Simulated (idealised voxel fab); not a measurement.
Process module in this document: voxel ribs on slabs
Section shown: cut. Width: 290 nm. Cell size: 5 nm, square.
This document writes a cross-section as a grid whose cells are square, and gives it as bands, listed from the top down; one or more rows of cells form a band. A band entry consists of two parts. The first gives the height of the band's top and the height of its bottom, in nm. The rest lists the band's materials from left to right, each with its width in nm. A single material labelled with the word "everywhere" fills the band from edge to edge, and the word "empty" marks empty space. The level at which height equals 0 is the one under which the wafer, as it arrives, is entirely one material. No lower edge exists for the bottom band, which continues downward and is notated as in "0..down". Graded width ("30..40"): value in top row of band = first number; value in bottom row = second number; row-to-row change constant. Step marked "remained the same"? Then no cell in the cross-section changed in it. "Non-vented voids" - sealed voids, min. 8 cells, no opening to top; format: width x height at distance (distance from left edge; nm throughout). It should be noted that, on the line of a given step, the content following the step's settings is a remark produced by the simulator itself with respect to that step. Among the settings permitted on a step's line is "overlay nm"; applied to a step with a mask, it specifies the extent to which the mask lay to the right of its planned position, whereas a negative figure signifies a position to the left.
### plan
1 RECEIVE: material Si
2 DIRECTIONAL_DEP: material SiO2, thk nm 30
3 DIRECTIONAL_DEP: material SiN, thk nm 15
4 DIRECTIONAL_DEP: material aC, thk nm 15
5 PATTERN: tone cover, mask id RIB, material resist, width nm 15, thk nm 35, overlay nm 0
6 DIRECTIONAL_ETCH: etch materials aC, depth nm 15
7 STRIP: etch materials resist
8 DIRECTIONAL_ETCH: etch materials SiN, depth nm 10
9 STRIP: etch materials aC
10 DIRECTIONAL_DEP: material aC, thk nm 10
11 PATTERN: tone cover, mask id SLAB, material resist, width nm 65, thk nm 30, overlay nm 0
12 DIRECTIONAL_ETCH: etch materials aC, depth nm 10
13 STRIP: etch materials resist
14 DIRECTIONAL_ETCH: etch materials SiN, depth nm 5
15 STRIP: etch materials aC
16 FILL_DEP: material SiO2, thk nm 25
17 CMP: height nm 65
18 DIRECTIONAL_DEP: material TiN, thk nm 10
19 MASKED_ETCH: tone cover, mask id HEATER, width nm 25, etch materials TiN, depth nm 10, overlay nm 0
20 CONFORMAL_DEP: material SiO2, thk nm 5
Wafer-to-wafer difference: width nm, step 5. Common start. Plan = first wafer's value.
### First of several wafers, received after step 1, in cross-section
> 0..down = Si everywhere
> Non-vented voids: none
### End of module: cross-section of the first of several wafers after step 20, the last step
> 80..75 = empty (125), SiO2 (35), empty (130)
> 75..70 = empty (125), SiO2 (5), TiN (25), SiO2 (5), empty (130)
> 70..65 = SiO2 (130), TiN (25), SiO2 (135)
> 65..45 = SiO2 everywhere
> 45..35 = SiO2 (135), SiN (15), SiO2 (140)
> 35..30 = SiO2 (110), SiN (65), SiO2 (115)
> 30..0 = SiO2 everywhere
> 0..down = Si everywhere
> Non-vented voids: none
### Cross-sectional view of the final wafer of several at the module's end
> 80..75 = empty (125), SiO2 (35), empty (130)
> 75..70 = empty (125), SiO2 (5), TiN (25), SiO2 (5), empty (130)
> 70..65 = SiO2 (130), TiN (25), SiO2 (135)
> 65..45 = SiO2 everywhere
> 45..35 = SiO2 (130), SiN (30), SiO2 (130)
> 35..30 = SiO2 (110), SiN (65), SiO2 (115)
> 30..0 = SiO2 everywhere
> 0..down = Si everywhere
> Non-vented voids: none
### Wafer rows, end of module: cells per material gained (+) or lost (-) since receipt; closed voids last
width nm 15 | +19 SiN | +797 SiO2 | +10 TiN | Non-vented voids: none
width nm 20 | +21 SiN | +795 SiO2 | +10 TiN | Non-vented voids: none
width nm 25 | +23 SiN | +793 SiO2 | +10 TiN | Non-vented voids: none
width nm 30 | +25 SiN | +791 SiO2 | +10 TiN | Non-vented voids: none
